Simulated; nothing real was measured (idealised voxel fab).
Process module heading - voxel fin reveal
The figure presents cross-section cut, which has a width of 145 nm and is divided into square cells with an edge length of 5 nm.
Cross-section, as written here: a square-cell grid given band by band from the top down, where a band holds one or more rows of cells.
Look at the band entry: it leads with the top's height and the bottom's height in nm. Then it lists the materials left to right, with a width in nm for each. The word "throughout" on a single material says that material fills the band edge to edge. The word "empty" is empty space.
For the purposes of this specification, 0 denotes the height below which the wafer in its as-received condition is composed wholly of one material, and the lowermost band, lacking a lower limit, extends downward without end, as expressed in "0 -> down".
With a width like "30 to 40", each row of cells in the band differs from the next by the same amount, the top row carrying the first number and the bottom row the second.
"nothing altered" means the step left every cell of the cross-section as it was.
Closed-off voids of 8+ cells (no open route to the top) go in "Closed-off voids", written width x height at distance from the left edge, in nm.
Where a step's line continues beyond its settings, the continuation is a remark by the simulator itself on that step.
The line of a step may include "overlay nm". On a step with a mask, this value is how far to the right of its planned place the mask lay. A negative value means the mask lay to the left.
PROCESS STEPS FORESEEN IN THE PLAN
1 RECEIVE (material Si)
2 CONFORMAL_DEP (material SiN; thk nm 10)
3 PATTERN (tone cover; mask id FINS; material resist; width nm 15; pitch nm 40; thk nm 20; overlay nm 0)
4 DIRECTIONAL_ETCH (etch materials SiN; depth nm 10)
5 DIRECTIONAL_ETCH (etch materials Si; depth nm 35)
6 STRIP (etch materials resist)
7 FILL_DEP (material SiO2; thk nm 5)
8 CMP (height nm 10)
9 SELECTIVE_ETCH (etch materials SiO2; depth nm 20)
10 STRIP (etch materials SiN)
11 CONFORMAL_DEP (material HfO2; thk nm 5)
OF TWO WAFERS, THE FIRST: RUN ACCORDING TO PLAN
INCOMING WAFER, CROSS-SECTIONAL VIEW, POST STEP 1
	0 -> down = Si throughout
	Closed-off voids: none
CROSS-SECTION: WAFER STATE AFTER STEP 2
	10 -> 0 = SiN throughout
	Anything lower than 0 is untouched.
CROSS-SECTION: WAFER STATE AFTER STEP 3
	30 -> 10 = 45 of empty  15 of resist  25 of empty  15 of resist  45 of empty
	Anything lower than 10 is untouched.
CROSS-SECTION: WAFER STATE AFTER STEP 4
	30 -> 10 = 45 of empty  15 of resist  25 of empty  15 of resist  45 of empty
	10 -> 0 = 45 of empty  15 of SiN  25 of empty  15 of SiN  45 of empty
	Anything lower than 0 is untouched.
CROSS-SECTION: WAFER STATE AFTER STEP 5
	30 -> 10 = 45 of empty  15 of resist  25 of empty  15 of resist  45 of empty
	10 -> 0 = 45 of empty  15 of SiN  25 of empty  15 of SiN  45 of empty
	0 -> -35 = 45 of empty  15 of Si  25 of empty  15 of Si  45 of empty
	Anything lower than -35 is untouched.
CROSS-SECTION: WAFER STATE AFTER STEP 6
	10 -> 0 = 45 of empty  15 of SiN  25 of empty  15 of SiN  45 of empty
	Anything lower than 0 is untouched.
CROSS-SECTION: WAFER STATE AFTER STEP 7
	15 -> 10 = SiO2 throughout
	10 -> 0 = 45 of SiO2  15 of SiN  25 of SiO2  15 of SiN  45 of SiO2
	0 -> -35 = 45 of SiO2  15 of Si  25 of SiO2  15 of Si  45 of SiO2
	Anything lower than -35 is untouched.
CROSS-SECTION: WAFER STATE AFTER STEP 8
	10 -> 0 = 45 of SiO2  15 of SiN  25 of SiO2  15 of SiN  45 of SiO2
	Anything lower than 0 is untouched.
CROSS-SECTION: WAFER STATE AFTER STEP 9
	10 -> 0 = 45 of empty  15 of SiN  25 of empty  15 of SiN  45 of empty
	0 -> -10 = 45 of empty  15 of Si  25 of empty  15 of Si  45 of empty
	Anything lower than -10 is untouched.
CROSS-SECTION: WAFER STATE AFTER STEP 10
	0 -> -10 = 45 of empty  15 of Si  25 of empty  15 of Si  45 of empty
	Anything lower than -10 is untouched.
CROSS-SECTION: WAFER STATE AFTER STEP 11
	5 -> 0 = 40 of empty  25 of HfO2  15 of empty  25 of HfO2  40 of empty
	0 -> -5 = 40 of empty  5 of HfO2  15 of Si  5 of HfO2  15 of empty  5 of HfO2  15 of Si  5 of HfO2  40 of empty
	-5 -> -10 = 45 of HfO2  15 of Si  25 of HfO2  15 of Si  45 of HfO2
	Anything lower than -10 is untouched.
WAFER TWO: LIKE WAFER ONE IN START AND PLAN, BUT WITH ONE MISTAKE IN EXECUTION; IDENTICAL UP TO AND INCLUDING STEP 2
CROSS-SECTION OF THE SECOND WAFER AT THE TIME BY WHICH STEP 3 SHOULD HAVE BEEN COMPLETED ACCORDING TO THE PLAN
	30 -> 10 = 45 of resist  15 of empty  25 of resist  15 of empty  45 of resist
	Anything lower than 10 is untouched.
CROSS-SECTION OF THE SECOND WAFER AT THE TIME BY WHICH STEP 4 SHOULD HAVE BEEN COMPLETED ACCORDING TO THE PLAN
	30 -> 10 = 45 of resist  15 of empty  25 of resist  15 of empty  45 of resist
	10 -> 0 = 45 of SiN  15 of empty  25 of SiN  15 of empty  45 of SiN
	Anything lower than 0 is untouched.
CROSS-SECTION OF THE SECOND WAFER AT THE TIME BY WHICH STEP 5 SHOULD HAVE BEEN COMPLETED ACCORDING TO THE PLAN
	30 -> 10 = 45 of resist  15 of empty  25 of resist  15 of empty  45 of resist
	10 -> 0 = 45 of SiN  15 of empty  25 of SiN  15 of empty  45 of SiN
	0 -> -35 = 45 of Si  15 of empty  25 of Si  15 of empty  45 of Si
	Anything lower than -35 is untouched.
CROSS-SECTION OF THE SECOND WAFER AT THE TIME BY WHICH STEP 6 SHOULD HAVE BEEN COMPLETED ACCORDING TO THE PLAN
	10 -> 0 = 45 of SiN  15 of empty  25 of SiN  15 of empty  45 of SiN
	Anything lower than 0 is untouched.
CROSS-SECTION OF THE SECOND WAFER AT THE TIME BY WHICH STEP 7 SHOULD HAVE BEEN COMPLETED ACCORDING TO THE PLAN
	15 -> 10 = SiO2 throughout
	10 -> 0 = 45 of SiN  15 of SiO2  25 of SiN  15 of SiO2  45 of SiN
	0 -> -35 = 45 of Si  15 of SiO2  25 of Si  15 of SiO2  45 of Si
	Anything lower than -35 is untouched.
CROSS-SECTION OF THE SECOND WAFER AT THE TIME BY WHICH STEP 8 SHOULD HAVE BEEN COMPLETED ACCORDING TO THE PLAN
	10 -> 0 = 45 of SiN  15 of SiO2  25 of SiN  15 of SiO2  45 of SiN
	Anything lower than 0 is untouched.
CROSS-SECTION OF THE SECOND WAFER AT THE TIME BY WHICH STEP 9 SHOULD HAVE BEEN COMPLETED ACCORDING TO THE PLAN
	10 -> 0 = 45 of SiN  15 of empty  25 of SiN  15 of empty  45 of SiN
	0 -> -10 = 45 of Si  15 of empty  25 of Si  15 of empty  45 of Si
	Anything lower than -10 is untouched.
CROSS-SECTION OF THE SECOND WAFER AT THE TIME BY WHICH STEP 10 SHOULD HAVE BEEN COMPLETED ACCORDING TO THE PLAN
	0 -> -10 = 45 of Si  15 of empty  25 of Si  15 of empty  45 of Si
	Anything lower than -10 is untouched.
CROSS-SECTION OF THE SECOND WAFER AT THE TIME BY WHICH STEP 11 SHOULD HAVE BEEN COMPLETED ACCORDING TO THE PLAN
	5 -> 0 = 50 of HfO2  5 of empty  35 of HfO2  5 of empty  50 of HfO2
	0 -> -5 = 45 of Si  5 of HfO2  5 of empty  5 of HfO2  25 of Si  5 of HfO2  5 of empty  5 of HfO2  45 of Si
	-5 -> -10 = 45 of Si  15 of HfO2  25 of Si  15 of HfO2  45 of Si
	Anything lower than -10 is untouched.
It is concluded that the wafer was processed incorrectly with respect to the plan, in that step 3 off recipe, ran as PATTERN (tone open; mask id FINS; material resist; width nm 15; pitch nm 40; thk nm 20; overlay nm 0)
In the final state, the cell counts of the second wafer exceed or fall short of those of the first for the following materials: Si +119 | SiO2 -85
